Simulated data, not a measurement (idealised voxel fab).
The process module that follows is named voxel spacer lines.
Pictured: cross-section cut, 190 nm wide, on a grid of 5 nm square cells.
Cross-section = grid of square cells, listed top down in bands; band = one or more rows.
A band entry consists of two parts. The first gives the height of the band's top and the height of its bottom, in nm. The rest lists the band's materials from left to right, each with its width in nm. A single material labelled with the word "everywhere" fills the band from edge to edge, and the word "air" marks empty space.
Height datum 0, below which the as-received substrate wafer is one material. Lowest band open at the bottom, running downward: "0 -> down".
Top row gets the first number, bottom row gets the second, and each row in between changes by the same step: that is how a band width like "30..40" works.
Where the words "remained the same" appear for a step, the cross-section shows no cell changed by that step; every cell remained as before.
In the "Enclosed void listing" entry, you get each enclosed empty space of 8 cells or more, one with no open way to the top, written width x height at distance, distance from the left edge, in nm.
That trailing text on a step's line, after the settings, is the simulator's own remark on the step.
"overlay nm" on a masked step: distance the mask lay right of its planned place, negative for left.

This section lists the process steps that were planned:
step 1: op RECEIVE | material Si
step 2: op CONFORMAL_DEP | material Al2O3 | thk nm 5
step 3: op DIRECTIONAL_DEP | material TiN | thk nm 15
step 4: op DIRECTIONAL_DEP | material aC | thk nm 20
step 5: op PATTERN | tone cover | mask id MANDREL | material resist | width nm 15 | pitch nm 50 | thk nm 30 | overlay nm -15
step 6: op DIRECTIONAL_ETCH | etch materials aC | depth nm 20
step 7: op STRIP | etch materials resist
step 8: op CONFORMAL_DEP | material SiN | thk nm 10
step 9: op DIRECTIONAL_ETCH | etch materials SiN | depth nm 10
step 10: op STRIP | etch materials aC
step 11: op DIRECTIONAL_ETCH | etch materials TiN | depth nm 15
step 12: op STRIP | etch materials SiN
Be aware that, although all wafers share a common starting state, the overlay nm at step 5 differs among them, and the plan displays the first wafer's value.

So this is the first of several wafers, cross-sectioned as it came to us, meaning it's at the end of step 1:
0 -> down: Si everywhere
Enclosed void listing: none

Module end state after final step 12: cross-section of the first of several wafers:
20 -> 5: 35 of air  10 of TiN  15 of air  10 of TiN  15 of air  10 of TiN  15 of air  10 of TiN  70 of air
5 -> 0: Al2O3 everywhere
0 -> down: Si everywhere
Enclosed void listing: none

Of the several wafers, the last: cross-section at the end of the module:
20 -> 5: 65 of air  10 of TiN  15 of air  10 of TiN  15 of air  10 of TiN  15 of air  10 of TiN  40 of air
5 -> 0: Al2O3 everywhere
0 -> down: Si everywhere
Enclosed void listing: none

What follows is a table in which each wafer occupies a row; for the wafer as it stands at the close of the module, the row states, material by material, how many cells have been gained (+) or lost (-) since receipt, and then gives its closed voids:
overlay nm -15; +38 Al2O3; +24 TiN; Enclosed void listing: none
overlay nm -10; +38 Al2O3; +24 TiN; Enclosed void listing: none
overlay nm -5; +38 Al2O3; +24 TiN; Enclosed void listing: none
overlay nm 0; +38 Al2O3; +24 TiN; Enclosed void listing: none
overlay nm 5; +38 Al2O3; +24 TiN; Enclosed void listing: none
overlay nm 10; +38 Al2O3; +24 TiN; Enclosed void listing: none
overlay nm 15; +38 Al2O3; +24 TiN; Enclosed void listing: none
